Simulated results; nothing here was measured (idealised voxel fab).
The document below concerns the process module designated voxel transistor to metal.
It is cross-section cut that appears here, measuring 205 nm in width, its square cells being 5 nm in size.
Cross-section, as written here: a square-cell grid given band by band from the top down, where a band holds one or more rows of cells. Quick guide to a band line: top height, bottom height (nm) up front; then every material left to right with its width in nm. Only one material and it's marked "everywhere"? Then it fills the band edge to edge. And "blank" just means empty space. Heights are measured from 0, the level below which the as-received wafer is all one material; the lowest band has no bottom and continues downward, written as in "0 -> down". Note: "30..40" means the width goes from the first number (top row of the band) to the second number (bottom row) in equal steps per row of cells. "no alteration" for a step: no cell of the cross-section changed in that step. The entry titled "Trapped voids" provides the empty spaces that have no open way to the top, restricted to those of 8 cells or more. Each is presented as width x height at distance, the distance being measured from the left edge, with all three in nm. If you see something after the settings on a step's line, that's the simulator's own remark about that step. overlay nm: step with mask; distance mask lay right of planned place; negative value = left of planned place.

# So here's the lineup of process steps we planned
step 1: RECEIVE: material Si
step 2: CONFORMAL_DEP: material SiO2, thk nm 5
step 3: CONFORMAL_DEP: material SiN, thk nm 10
step 4: DIRECTIONAL_DEP: material aC, thk nm 15
step 5: PATTERN: tone cover, mask id ACTIVE, material resist, width nm 110, thk nm 35, overlay nm 0
step 6: DIRECTIONAL_ETCH: etch materials aC, depth nm 15
step 7: STRIP: etch materials resist
step 8: DIRECTIONAL_ETCH: etch materials SiN, depth nm 10
step 9: DIRECTIONAL_ETCH: etch materials SiO2, depth nm 5
step 10: DIRECTIONAL_ETCH: etch materials Si, depth nm 35
step 11: STRIP: etch materials aC
step 12: OXIDIZE: depth nm 5
step 13: FILL_DEP: material SiO2, thk nm 10
step 14: CMP: height nm 15
step 15: SELECTIVE_ETCH: etch materials SiO2, depth nm 10
step 16: STRIP: etch materials SiN
step 17: SELECTIVE_ETCH: etch materials SiO2, depth nm 5
step 18: OXIDIZE: depth nm 5
step 19: DIRECTIONAL_DEP: material polySi, thk nm 25
step 20: DIRECTIONAL_DEP: material SiCN, thk nm 10
step 21: DIRECTIONAL_DEP: material aC, thk nm 10
step 22: PATTERN: tone cover, mask id GATE, material resist, width nm 20, thk nm 25, overlay nm 0
step 23: DIRECTIONAL_ETCH: etch materials aC, depth nm 10
step 24: STRIP: etch materials resist
step 25: DIRECTIONAL_ETCH: etch materials SiCN, depth nm 20
step 26: DIRECTIONAL_ETCH: etch materials polySi, depth nm 35
step 27: STRIP: etch materials aC
step 28: CONFORMAL_DEP: material SiO2, thk nm 5
step 29: DIRECTIONAL_ETCH: etch materials SiO2, depth nm 5
step 30: CONFORMAL_DEP: material SiN, thk nm 10
step 31: DIRECTIONAL_ETCH: etch materials SiN, depth nm 10
step 32: DIRECTIONAL_ETCH: etch materials SiO2, depth nm 5
step 33: EPI: material pSi, thk nm 5
step 34: FILL_DEP: material SiO2, thk nm 10
step 35: CMP: height nm 35
step 36: DIRECTIONAL_DEP: material SiO2, thk nm 15
step 37: MASKED_ETCH: tone open, mask id CONTACT, width nm 30, pitch nm 60, etch materials SiO2, depth nm 50, overlay nm 0
step 38: CONFORMAL_DEP: material TiN, thk nm 5
step 39: FILL_DEP: material Ru, thk nm 5
step 40: CMP: height nm 50
step 41: CONFORMAL_DEP: material SiCN, thk nm 5
step 42: DIRECTIONAL_DEP: material SiO2, thk nm 15
step 43: MASKED_ETCH: tone open, mask id METAL_1, width nm 15, pitch nm 75, etch materials SiO2, depth nm 15, overlay nm 0
step 44: MASKED_ETCH: tone open, mask id METAL_1, width nm 15, pitch nm 75, etch materials SiCN, depth nm 5, overlay nm 0
step 45: CONFORMAL_DEP: material TiN, thk nm 5
step 46: FILL_DEP: material Ru, thk nm 10
step 47: CMP: height nm 70
step 48: CONFORMAL_DEP: material SiCN, thk nm 5
step 49: DIRECTIONAL_DEP: material SiO2, thk nm 30
step 50: PATTERN: tone open, mask id METAL_2, material resist, width nm 15, pitch nm 75, thk nm 15, overlay nm 0
step 51: DIRECTIONAL_ETCH: etch materials SiO2, depth nm 20
step 52: STRIP: etch materials resist
step 53: MASKED_ETCH: tone open, mask id METAL_2_HOLES, width nm 15, pitch nm 75, etch materials SiO2, depth nm 10, overlay nm 0
step 54: MASKED_ETCH: tone open, mask id METAL_2_HOLES, width nm 15, pitch nm 75, etch materials SiCN, depth nm 5, overlay nm 0
step 55: CONFORMAL_DEP: material TiN, thk nm 5
step 56: FILL_DEP: material Ru, thk nm 10
step 57: CMP: height nm 105
step 58: CONFORMAL_DEP: material SiCN, thk nm 5

# Cross-section of the wafer at receipt, which is the condition after step 1
0 -> down | Si everywhere
Trapped voids: none

# Wafer cross-section at end of module: start and plan as shown above, one execution error
110 -> 105 | SiCN everywhere
105 -> 75 | SiO2 (55)  TiN (5)  Ru (5)  TiN (5)  SiO2 (60)  TiN (5)  Ru (5)  TiN (5)  SiO2 (60)
75 -> 70 | SiCN (55)  TiN (15)  SiCN (60)  TiN (15)  SiCN (60)
70 -> 55 | SiO2 (55)  TiN (5)  Ru (5)  TiN (5)  SiO2 (60)  TiN (5)  Ru (5)  TiN (5)  SiO2 (60)
55 -> 50 | SiCN (55)  TiN (15)  SiCN (60)  TiN (15)  SiCN (60)
50 -> 40 | SiO2 (55)  TiN (5)  Ru (20)  TiN (5)  SiO2 (30)  TiN (5)  Ru (20)  TiN (5)  SiO2 (60)
40 -> 35 | SiO2 (55)  TiN (5)  Ru (15)  TiN (10)  SiO2 (30)  TiN (10)  Ru (15)  TiN (5)  SiO2 (60)
35 -> 25 | SiO2 (55)  TiN (5)  Ru (15..10)  TiN (5..10)  SiN (10)  SiCN (20)  SiN (10)  TiN (5..10)  Ru (15..10)  TiN (5)  SiO2 (60)
25 -> 5 | SiO2 (55)  TiN (5)  Ru (10)  TiN (5)  SiN (10)  SiO2 (5)  polySi (20)  SiO2 (5)  SiN (10)  TiN (5)  Ru (10)  TiN (5)  SiO2 (60)
5 -> 0 | SiO2 (55)  TiN (20)  SiN (10)  SiO2 (5)  polySi (20)  SiO2 (5)  SiN (10)  TiN (20)  SiO2 (60)
0 -> -5 | SiO2 (45)  pSi (30)  SiN (10)  SiO2 (30)  SiN (10)  pSi (30)  SiO2 (50)
-5 -> -10 | SiO2 (40)  SiN (10)  Si (100)  SiN (10)  SiO2 (45)
-10 -> -40 | SiO2 (50)  Si (100)  SiO2 (55)
-40 -> down | Si everywhere
Trapped voids: none
Nonconformance to the process plan: step 29 was run on a setting that differed from the plan, and what really ran there is DIRECTIONAL_ETCH: etch materials SiO2, depth nm 15
